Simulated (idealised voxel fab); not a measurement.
process module | voxel double patterning
cross-section cut | 160 nm wide | cells 5 nm
A cross-section is a grid of square cells, given in bands from the top down. A band is one or more rows of cells.
Each band's line starts with the height of the band's top and of its bottom, in nm. Then come its materials from left to right, each with its width in nm. One material with "throughout" fills the band from edge to edge. "air" is empty space.
Height 0 is the level under which the wafer as received is all one material. The lowest band goes on downwards, as in "0 down".
A width such as "30 to 40" changes by the same amount from each row of cells to the next, from the band's top row to its bottom row.
"no change" after a step means that no cell of the cross-section changed.
closed voids: empty space of 8 cells or more with no open way to the top, each as width x height at its distance from the left edge, in nm
after a step's settings: what the simulator itself notes on the step
overlay nm, on a step with a mask: how far to the right of its planned place the mask lay; to the left if negative
plan
1 op RECEIVE | material Si
2 op CONFORMAL_DEP | material SiO2 | thk nm 10
3 op DIRECTIONAL_DEP | material W | thk nm 10
4 op DIRECTIONAL_DEP | material SiCN | thk nm 5
5 op DIRECTIONAL_DEP | material aC | thk nm 15
6 op PATTERN | tone open | mask id FIRST | material resist | width nm 15 | pitch nm 50 | thk nm 30 | overlay nm 0
7 op DIRECTIONAL_ETCH | etch materials aC | depth nm 15
8 op STRIP | etch materials resist
9 op DIRECTIONAL_ETCH | etch materials SiCN | depth nm 5
10 op STRIP | etch materials aC
11 op DIRECTIONAL_DEP | material aC | thk nm 10
12 op PATTERN | tone open | mask id SECOND | material resist | width nm 15 | pitch nm 50 | thk nm 30 | overlay nm 0
13 op DIRECTIONAL_ETCH | etch materials aC | depth nm 10
14 op STRIP | etch materials resist
15 op DIRECTIONAL_ETCH | etch materials SiCN | depth nm 5
16 op STRIP | etch materials aC
17 op DIRECTIONAL_ETCH | etch materials W | depth nm 10
18 op STRIP | etch materials SiCN
as received, after step 1
  0 down: Si throughout
  closed voids: none
first wafer at the end, as planned
  20 to 10: W 20 | air 15 | W 10 | air 15 | W 10 | air 15 | W 10 | air 15 | W 10 | air 15 | W 25
  10 to 0: SiO2 throughout
  0 down: Si throughout
  closed voids: none
second wafer at the end: like start, like plan, one mistake
  10 to 0: W 20 | air 15 | W 10 | air 15 | W 10 | air 15 | W 10 | air 15 | W 10 | air 15 | W 25
  0 down: Si throughout
  closed voids: none
what went wrong: step 2 was left out
at the end the second wafer has, in cells: 64 fewer of SiO2
